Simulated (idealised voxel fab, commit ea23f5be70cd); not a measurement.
The following is a process module called voxel trench capacitor.
Shown is cross-section cut, with a width of 295 nm and square cells of size 5 nm.
Format of a cross-section: grid, square cells. Given as bands. Order: top down. Band: one or more rows of cells. Quick guide to a band line: top height, bottom height (nm) up front; then every material left to right with its width in nm. Only one material and it's marked "all across"? Then it fills the band edge to edge. And "blank" just means empty space. Heights are reckoned from 0. Under this level, the received wafer is all of one material. The bottommost band is open-ended downward, for example "z 0 and below". Graded width ("30..40"): value in top row of band = first number; value in bottom row = second number; row-to-row change constant. "changes: none" for a step: no cell of the cross-section changed in that step. "Closed void list" lists enclosed empty spaces (at least 8 cells, no open path upward to the top), each as width x height at distance from the left edge, in nm. Read whatever lies past the settings on a step's line as the simulator's own remark about the step. "overlay nm" on a masked step: distance the mask lay right of its planned place, negative for left.
-- Steps in the process plan
step 1: RECEIVE [material Si]
step 2: CONFORMAL_DEP [material SiN] [thk nm 10]
step 3: DIRECTIONAL_DEP [material aC] [thk nm 10]
step 4: PATTERN [tone open] [mask id TRENCH] [material resist] [width nm 15] [pitch nm 50] [thk nm 30] [overlay nm 0]
step 5: DIRECTIONAL_ETCH [etch materials aC] [depth nm 10]
step 6: STRIP [etch materials resist]
step 7: DIRECTIONAL_ETCH [etch materials SiN] [depth nm 10]
step 8: DIRECTIONAL_ETCH [etch materials Si] [depth nm 35]
step 9: STRIP [etch materials aC]
step 10: CONFORMAL_DEP [material Al2O3] [thk nm 5]
step 11: FILL_DEP [material polySi] [thk nm 5]
step 12: CMP [height nm 10]
For clarity, it should be stated that the wafers under discussion commence in an identical condition and differ with respect to the width nm of step 4, the plan indicating the value that the first wafer had.
-- After step 1, as received: first of several wafers, cross-section
* z 0 and below | Si all across
* Closed void list: none
-- End-of-module cross-section, first of several wafers, after last step 12
* z 10 to 0 | 65 nm SiN, then 5 nm Al2O3, then 5 nm polySi, then 5 nm Al2O3, then 35 nm SiN, then 5 nm Al2O3, then 5 nm polySi, then 5 nm Al2O3, then 35 nm SiN, then 5 nm Al2O3, then 5 nm polySi, then 5 nm Al2O3, then 35 nm SiN, then 5 nm Al2O3, then 5 nm polySi, then 5 nm Al2O3, then 65 nm SiN
* z 0 to -30 | 65 nm Si, then 5 nm Al2O3, then 5 nm polySi, then 5 nm Al2O3, then 35 nm Si, then 5 nm Al2O3, then 5 nm polySi, then 5 nm Al2O3, then 35 nm Si, then 5 nm Al2O3, then 5 nm polySi, then 5 nm Al2O3, then 35 nm Si, then 5 nm Al2O3, then 5 nm polySi, then 5 nm Al2O3, then 65 nm Si
* z -30 to -35 | 65 nm Si, then 15 nm Al2O3, then 35 nm Si, then 15 nm Al2O3, then 35 nm Si, then 15 nm Al2O3, then 35 nm Si, then 15 nm Al2O3, then 65 nm Si
* z -35 and below | Si all across
* Closed void list: none
-- So this is the cross-section on the last wafer at the end of the module
* z 10 to 0 | 55 nm SiN, then 5 nm Al2O3, then 25 nm polySi, then 5 nm Al2O3, then 15 nm SiN, then 5 nm Al2O3, then 25 nm polySi, then 5 nm Al2O3, then 15 nm SiN, then 5 nm Al2O3, then 25 nm polySi, then 5 nm Al2O3, then 15 nm SiN, then 5 nm Al2O3, then 25 nm polySi, then 5 nm Al2O3, then 55 nm SiN
* z 0 to -30 | 55 nm Si, then 5 nm Al2O3, then 25 nm polySi, then 5 nm Al2O3, then 15 nm Si, then 5 nm Al2O3, then 25 nm polySi, then 5 nm Al2O3, then 15 nm Si, then 5 nm Al2O3, then 25 nm polySi, then 5 nm Al2O3, then 15 nm Si, then 5 nm Al2O3, then 25 nm polySi, then 5 nm Al2O3, then 55 nm Si
* z -30 to -35 | 55 nm Si, then 35 nm Al2O3, then 15 nm Si, then 35 nm Al2O3, then 15 nm Si, then 35 nm Al2O3, then 15 nm Si, then 35 nm Al2O3, then 55 nm Si
* z -35 and below | Si all across
* Closed void list: none
-- Take any row and you have a wafer at the end of the module: how many cells of each material it has gained (+) or lost (-) since it was received, and then its closed voids
width nm 15 | +76 Al2O3 | -84 Si | +94 SiN | +32 polySi | Closed void list: none
width nm 20 | +80 Al2O3 | -112 Si | +86 SiN | +64 polySi | Closed void list: none
width nm 25 | +84 Al2O3 | -140 Si | +78 SiN | +96 polySi | Closed void list: none
width nm 30 | +88 Al2O3 | -168 Si | +70 SiN | +128 polySi | Closed void list: none
width nm 35 | +92 Al2O3 | -196 Si | +62 SiN | +160 polySi | Closed void list: none
